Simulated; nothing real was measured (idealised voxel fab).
process module | voxel trench capacitor
cross-section cut | 265 nm wide | cells 5 nm
A cross-section is a grid of square cells, given in bands from the top down. A band is one or more rows of cells.
Each band's line starts with the height of the band's top and of its bottom, in nm. Then come its materials from left to right, each with its width in nm. One material with "throughout" fills the band from edge to edge. "air" is empty space.
Height 0 is the level under which the wafer as received is all one material. The lowest band goes on downwards, as in "0 down".
A width such as "30 to 40" changes by the same amount from each row of cells to the next, from the band's top row to its bottom row.
"no change" after a step means that no cell of the cross-section changed.
closed voids: empty space of 8 cells or more with no open way to the top, each as width x height at its distance from the left edge, in nm
after a step's settings: what the simulator itself notes on the step
overlay nm, on a step with a mask: how far to the right of its planned place the mask lay; to the left if negative
plan
1 op RECEIVE | material Si
2 op CONFORMAL_DEP | material SiN | thk nm 5
3 op DIRECTIONAL_DEP | material aC | thk nm 10
4 op PATTERN | tone open | mask id TRENCH | material resist | width nm 30 | pitch nm 60 | thk nm 30 | overlay nm 0
5 op DIRECTIONAL_ETCH | etch materials aC | depth nm 10
6 op STRIP | etch materials resist
7 op DIRECTIONAL_ETCH | etch materials SiN | depth nm 5
8 op DIRECTIONAL_ETCH | etch materials Si | depth nm 40
9 op STRIP | etch materials aC
10 op CONFORMAL_DEP | material HfO2 | thk nm 5
11 op CONFORMAL_DEP | material TiN | thk nm 5
12 op FILL_DEP | material W | thk nm 5
13 op CMP | height nm 5
as received, after step 1
  0 down: Si throughout
  closed voids: none
a wafer at the end: this start, this plan, one mistake
  5 to 0: SiN 85 | TiN 5 | HfO2 5 | W 10 | HfO2 5 | TiN 5 | SiN 30 | TiN 5 | HfO2 5 | W 10 | HfO2 5 | TiN 5 | SiN 90
  0 to -30: Si 85 | TiN 5 | HfO2 5 | W 10 | HfO2 5 | TiN 5 | Si 30 | TiN 5 | HfO2 5 | W 10 | HfO2 5 | TiN 5 | Si 90
  -30 to -35: Si 85 | TiN 5 | HfO2 20 | TiN 5 | Si 30 | TiN 5 | HfO2 20 | TiN 5 | Si 90
  -35 to -40: Si 85 | TiN 30 | Si 30 | TiN 30 | Si 90
  -40 down: Si throughout
  closed voids: none
what went wrong: steps 10 and 11 were swapped
